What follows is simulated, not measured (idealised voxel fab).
Module name: voxel transistor to metal (process module)
Cross-section cut spans 215 nm and uses square cells 5 nm in size.
For the purposes of this document, a cross-section shall be understood as a grid of square cells, specified as bands listed in top-to-bottom order, each band consisting of one or more rows of cells.
Band: top and bottom heights (nm) first, top before bottom; then materials from left to right, widths in nm. "edge to edge" marks a sole material filling the band edge to edge. "empty" denotes empty space.
Note: height 0 marks the level under which the wafer is uniformly one material as received. Lowest band unbounded below, written "top 0, no bottom".
When a width is written as two numbers, as in "30 to 40", the first number is the width in the top row of cells of the band and the second is the width in its bottom row, and the width changes by the same amount from each row to the next.
Step marked "nothing was modified"? Then no cell in the cross-section changed in it.
Reported under the label "Trapped void list" are the empty spaces having no open way to the top and comprising 8 cells or more; the notation for each is width x height at distance, in which the distance is measured from the left edge and all three values are in nm.
That trailing text on a step's line, after the settings, is the simulator's own remark on the step.
On any step carrying a mask, the "overlay nm" setting, if present on the step's line, tells how far right of its planned place the mask lay; negative values point to the left.
Listed below are the process steps as planned
| 1 | RECEIVE,material Si |
| 2 | CONFORMAL_DEP,material SiO2,thk nm 5 |
| 3 | CONFORMAL_DEP,material SiN,thk nm 10 |
| 4 | PATTERN,tone cover,mask id ACTIVE,material resist,width nm 110,thk nm 15,overlay nm 0 |
| 5 | DIRECTIONAL_ETCH,etch materials SiN,depth nm 10 |
| 6 | DIRECTIONAL_ETCH,etch materials SiO2,depth nm 5 |
| 7 | DIRECTIONAL_ETCH,etch materials Si,depth nm 20 |
| 8 | STRIP,etch materials resist |
| 9 | OXIDIZE,depth nm 5 |
| 10 | FILL_DEP,material SiO2,thk nm 15 |
| 11 | CMP,height nm 15 |
| 12 | SELECTIVE_ETCH,etch materials SiO2,depth nm 5 |
| 13 | STRIP,etch materials SiN |
| 14 | SELECTIVE_ETCH,etch materials SiO2,depth nm 5 |
| 15 | OXIDIZE,depth nm 5 |
| 16 | DIRECTIONAL_DEP,material polySi,thk nm 30 |
| 17 | DIRECTIONAL_DEP,material SiCN,thk nm 10 |
| 18 | PATTERN,tone cover,mask id GATE,material resist,width nm 20,thk nm 15,overlay nm 0 |
| 19 | DIRECTIONAL_ETCH,etch materials SiCN,depth nm 20 |
| 20 | DIRECTIONAL_ETCH,etch materials polySi,depth nm 40 |
| 21 | STRIP,etch materials resist |
| 22 | CONFORMAL_DEP,material SiN,thk nm 10 |
| 23 | DIRECTIONAL_ETCH,etch materials SiN,depth nm 10 |
| 24 | DIRECTIONAL_ETCH,etch materials SiO2,depth nm 5 |
| 25 | DIRECTIONAL_ETCH,etch materials Si,depth nm 10 |
| 26 | EPI,material pSi,thk nm 10 |
| 27 | FILL_DEP,material SiO2,thk nm 5 |
| 28 | CMP,height nm 40 |
| 29 | DIRECTIONAL_DEP,material SiO2,thk nm 10 |
| 30 | PATTERN,tone open,mask id CONTACT,material resist,width nm 20,pitch nm 80,thk nm 20,overlay nm 0 |
| 31 | DIRECTIONAL_ETCH,etch materials SiO2,depth nm 55 |
| 32 | STRIP,etch materials resist |
| 33 | CONFORMAL_DEP,material TiN,thk nm 5 |
| 34 | FILL_DEP,material Ru,thk nm 5 |
| 35 | CMP,height nm 50 |
| 36 | CONFORMAL_DEP,material SiCN,thk nm 5 |
| 37 | DIRECTIONAL_DEP,material lowk,thk nm 20 |
| 38 | PATTERN,tone open,mask id METAL_1,material resist,width nm 20,pitch nm 80,thk nm 15,overlay nm 0 |
| 39 | DIRECTIONAL_ETCH,etch materials lowk,depth nm 20 |
| 40 | DIRECTIONAL_ETCH,etch materials SiCN,depth nm 5 |
| 41 | STRIP,etch materials resist |
| 42 | CONFORMAL_DEP,material TiN,thk nm 5 |
| 43 | FILL_DEP,material Cu,thk nm 10 |
| 44 | CMP,height nm 75 |
| 45 | CONFORMAL_DEP,material SiCN,thk nm 5 |
| 46 | DIRECTIONAL_DEP,material SiO2,thk nm 35 |
| 47 | DIRECTIONAL_DEP,material aC,thk nm 15 |
| 48 | PATTERN,tone open,mask id METAL_2_HOLES,material resist,width nm 15,pitch nm 80,thk nm 35,overlay nm 0 |
| 49 | DIRECTIONAL_ETCH,etch materials aC,depth nm 15 |
| 50 | STRIP,etch materials resist |
| 51 | DIRECTIONAL_ETCH,etch materials SiO2,depth nm 35 |
| 52 | STRIP,etch materials aC |
| 53 | MASKED_ETCH,tone open,mask id METAL_2,width nm 20,pitch nm 80,etch materials SiO2,depth nm 20,overlay nm 0 |
| 54 | MASKED_ETCH,tone open,mask id METAL_2,width nm 20,pitch nm 80,etch materials SiCN,depth nm 5,overlay nm 0 |
| 55 | CONFORMAL_DEP,material TiN,thk nm 5 |
| 56 | FILL_DEP,material Ru,thk nm 5 |
| 57 | CMP,height nm 115 |
| 58 | CONFORMAL_DEP,material SiCN,thk nm 5 |
Delivered wafer in cross-section: state after step 1
    top 0, no bottom: Si edge to edge
    Trapped void list: none
First of two wafers at the end of the module, shown in cross-section; run carried out as planned
    top 120, bottom 115: SiCN edge to edge
    top 115, bottom 100: SiO2 55 nm  TiN 5 nm  Ru 10 nm  TiN 5 nm  SiO2 60 nm  TiN 5 nm  Ru 10 nm  TiN 5 nm  SiO2 60 nm
    top 100, bottom 95: SiO2 55 nm  TiN 5 nm  Ru 5 nm  TiN 10 nm  SiO2 60 nm  TiN 5 nm  Ru 5 nm  TiN 10 nm  SiO2 60 nm
    top 95, bottom 80: SiO2 55 nm  TiN 5 nm  Ru 5 nm  TiN 5 nm  SiO2 65 nm  TiN 5 nm  Ru 5 nm  TiN 5 nm  SiO2 65 nm
    top 80, bottom 75: SiCN 55 nm  TiN 15 nm  SiCN 65 nm  TiN 15 nm  SiCN 65 nm
    top 75, bottom 55: lowk 55 nm  TiN 5 nm  Cu 10 nm  TiN 5 nm  lowk 60 nm  TiN 5 nm  Cu 10 nm  TiN 5 nm  lowk 60 nm
    top 55, bottom 50: SiCN 55 nm  TiN 20 nm  SiCN 60 nm  TiN 20 nm  SiCN 60 nm
    top 50, bottom 40: SiO2 55 nm  TiN 5 nm  Ru 10 nm  TiN 5 nm  SiO2 60 nm  TiN 5 nm  Ru 10 nm  TiN 5 nm  SiO2 60 nm
    top 40, bottom 30: SiO2 55 nm  TiN 5 nm  Ru 10 nm  TiN 5 nm  SiO2 10 nm  SiN 10 nm  SiCN 20 nm  SiN 10 nm  SiO2 10 nm  TiN 5 nm  Ru 10 nm  TiN 5 nm  SiO2 60 nm
    top 30, bottom 5: SiO2 55 nm  TiN 5 nm  Ru 10 nm  TiN 5 nm  SiO2 10 nm  SiN 10 nm  polySi 20 nm  SiN 10 nm  SiO2 10 nm  TiN 5 nm  Ru 10 nm  TiN 5 nm  SiO2 60 nm
    top 5, bottom 0: SiO2 45 nm  SiN 10 nm  TiN 5 nm  Ru 10 nm  TiN 5 nm  pSi 10 nm  SiN 10 nm  polySi 20 nm  SiN 10 nm  pSi 10 nm  TiN 5 nm  Ru 10 nm  TiN 5 nm  SiN 10 nm  SiO2 50 nm
    top 0, bottom -5: SiO2 55 nm  TiN 20 nm  pSi 10 nm  SiO2 40 nm  pSi 10 nm  TiN 20 nm  SiO2 60 nm
    top -5, bottom -15: SiO2 55 nm  pSi 30 nm  Si 40 nm  pSi 30 nm  SiO2 60 nm
    top -15, bottom -25: SiO2 55 nm  Si 100 nm  SiO2 60 nm
    top -25, no bottom: Si edge to edge
    Trapped void list: none
Wafer two (of two), end-of-module cross-section: start = wafer one, plan = wafer one, one run mistake
    top 120, bottom 115: SiCN edge to edge
    top 115, bottom 100: SiO2 55 nm  TiN 5 nm  Ru 10 nm  TiN 5 nm  SiO2 60 nm  TiN 5 nm  Ru 10 nm  TiN 5 nm  SiO2 60 nm
    top 100, bottom 95: SiO2 55 nm  TiN 5 nm  Ru 5 nm  TiN 10 nm  SiO2 60 nm  TiN 5 nm  Ru 5 nm  TiN 10 nm  SiO2 60 nm
    top 95, bottom 80: SiO2 55 nm  TiN 5 nm  Ru 5 nm  TiN 5 nm  SiO2 65 nm  TiN 5 nm  Ru 5 nm  TiN 5 nm  SiO2 65 nm
    top 80, bottom 75: SiCN 55 nm  TiN 15 nm  SiCN 65 nm  TiN 15 nm  SiCN 65 nm
    top 75, bottom 55: lowk 55 nm  TiN 5 nm  Cu 10 nm  TiN 5 nm  lowk 60 nm  TiN 5 nm  Cu 10 nm  TiN 5 nm  lowk 60 nm
    top 55, bottom 50: SiCN 55 nm  TiN 20 nm  SiCN 60 nm  TiN 20 nm  SiCN 60 nm
    top 50, bottom 40: SiO2 55 nm  TiN 5 nm  Ru 10 nm  TiN 5 nm  SiO2 60 nm  TiN 5 nm  Ru 10 nm  TiN 5 nm  SiO2 60 nm
    top 40, bottom 30: SiO2 55 nm  TiN 5 nm  Ru 10 nm  TiN 5 nm  SiO2 10 nm  SiN 10 nm  SiCN 20 nm  SiN 10 nm  SiO2 10 nm  TiN 5 nm  Ru 10 nm  TiN 5 nm  SiO2 60 nm
    top 30, bottom 10: SiO2 55 nm  TiN 5 nm  Ru 10 nm  TiN 5 nm  SiO2 10 nm  SiN 10 nm  polySi 20 nm  SiN 10 nm  SiO2 10 nm  TiN 5 nm  Ru 10 nm  TiN 5 nm  SiO2 60 nm
    top 10, bottom 5: SiO2 55 nm  TiN 10 nm  Ru 5 nm  TiN 5 nm  SiO2 10 nm  SiN 10 nm  polySi 20 nm  SiN 10 nm  SiO2 10 nm  TiN 5 nm  Ru 5 nm  TiN 10 nm  SiO2 60 nm
    top 5, bottom 0: SiO2 50 nm  SiN 10 nm  TiN 5 nm  Ru 5 nm  TiN 5 nm  pSi 10 nm  SiN 10 nm  polySi 20 nm  SiN 10 nm  pSi 10 nm  TiN 5 nm  Ru 5 nm  TiN 5 nm  SiN 10 nm  SiO2 55 nm
    top 0, bottom -5: SiO2 60 nm  TiN 15 nm  pSi 10 nm  SiO2 40 nm  pSi 10 nm  TiN 15 nm  SiO2 65 nm
    top -5, bottom -15: SiO2 60 nm  pSi 25 nm  Si 40 nm  pSi 25 nm  SiO2 65 nm
    top -15, bottom -25: SiO2 60 nm  Si 90 nm  SiO2 65 nm
    top -25, no bottom: Si edge to edge
    Trapped void list: none
Plan not followed: planned and actual differ for step 4; actual: PATTERN,tone cover,mask id ACTIVE,material resist,width nm 100,thk nm 15,overlay nm 0
Once processing is complete, comparing cell counts shows that the second wafer has more or fewer of certain materials than the first: Ru: 4 fewer | Si: 4 fewer | SiO2: 12 more | pSi: 4 fewer
